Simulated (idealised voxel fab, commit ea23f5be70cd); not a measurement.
Module name: voxel double patterning (process module)
cross-section cut | 215 nm wide | cells 5 nm
Square cells in a grid make up a cross-section in this document, and the grid is given as bands, listed from the top down, each one or more rows of cells.
It is stipulated that each band's entry specify, in nanometres, the height of the top of the band and then that of its bottom, followed by the materials of the band in left-to-right sequence, each together with its width in nanometres. A single material marked by the word "everywhere" is understood to fill the band from edge to edge; the word "blank" is understood to denote empty space.
The level at which height equals 0 is the one under which the wafer, as it arrives, is entirely one material. No lower edge exists for the bottom band, which continues downward and is notated as in "0..down".
When a width is written as two numbers, as in "30 to 40", the first number is the width in the top row of cells of the band and the second is the width in its bottom row, and the width changes by the same amount from each row to the next.
Reading "remained unchanged" for a step: not a cell of the cross-section changed in it.
Basically, "Trapped void list" tells you about the enclosed voids: empty spaces with no open way to the top, 8 cells or bigger, each written width x height at distance, where distance is from the left edge, all in nm.
What comes after the settings on a step's line is commentary from the simulator itself on that step.
overlay nm: for a step with a mask, the amount by which the mask lay right of where it was planned; a negative amount means left of it.
**The following list gives the planned process steps**
step 1: RECEIVE (material Si)
step 2: CONFORMAL_DEP (material SiO2; thk nm 5)
step 3: DIRECTIONAL_DEP (material W; thk nm 20)
step 4: DIRECTIONAL_DEP (material SiCN; thk nm 5)
step 5: DIRECTIONAL_DEP (material aC; thk nm 10)
step 6: PATTERN (tone open; mask id FIRST; material resist; width nm 15; pitch nm 50; thk nm 25; overlay nm 0)
step 7: DIRECTIONAL_ETCH (etch materials aC; depth nm 10)
step 8: STRIP (etch materials resist)
step 9: DIRECTIONAL_ETCH (etch materials SiCN; depth nm 5)
step 10: STRIP (etch materials aC)
step 11: MASKED_ETCH (tone open; mask id SECOND; width nm 15; pitch nm 50; etch materials SiCN; depth nm 5; overlay nm 0)
step 12: DIRECTIONAL_ETCH (etch materials W; depth nm 20)
step 13: STRIP (etch materials SiCN)
**As-received state of the wafer in cross-section, equivalent to post-step 1**
* 0..down | Si everywhere
* Trapped void list: none
**The first of two wafers, cross-sectioned at the end of the module, with the run proceeding as planned**
* 25..5 | 50 of W / 15 of blank / 10 of W / 15 of blank / 10 of W / 15 of blank / 10 of W / 15 of blank / 10 of W / 15 of blank / 50 of W
* 5..0 | SiO2 everywhere
* 0..down | Si everywhere
* Trapped void list: none
**Same start, same plan as the first wafer - but one mistake in the run. Cross-section of the second of the two at the end of the module**
* 25..5 | 50 of W / 15 of blank / 10 of W / 15 of blank / 10 of W / 15 of blank / 10 of W / 15 of blank / 10 of W / 15 of blank / 50 of W
* 5..0 | aC everywhere
* 0..down | Si everywhere
* Trapped void list: none
In executing the process, a mistake was made relative to the plan: step 2 deviated from plan and actually ran as CONFORMAL_DEP (material aC; thk nm 5)
Wrapping up, a cell-based count of both wafers puts the second over or under the first for these materials: SiO2: 43 fewer | aC: 43 more
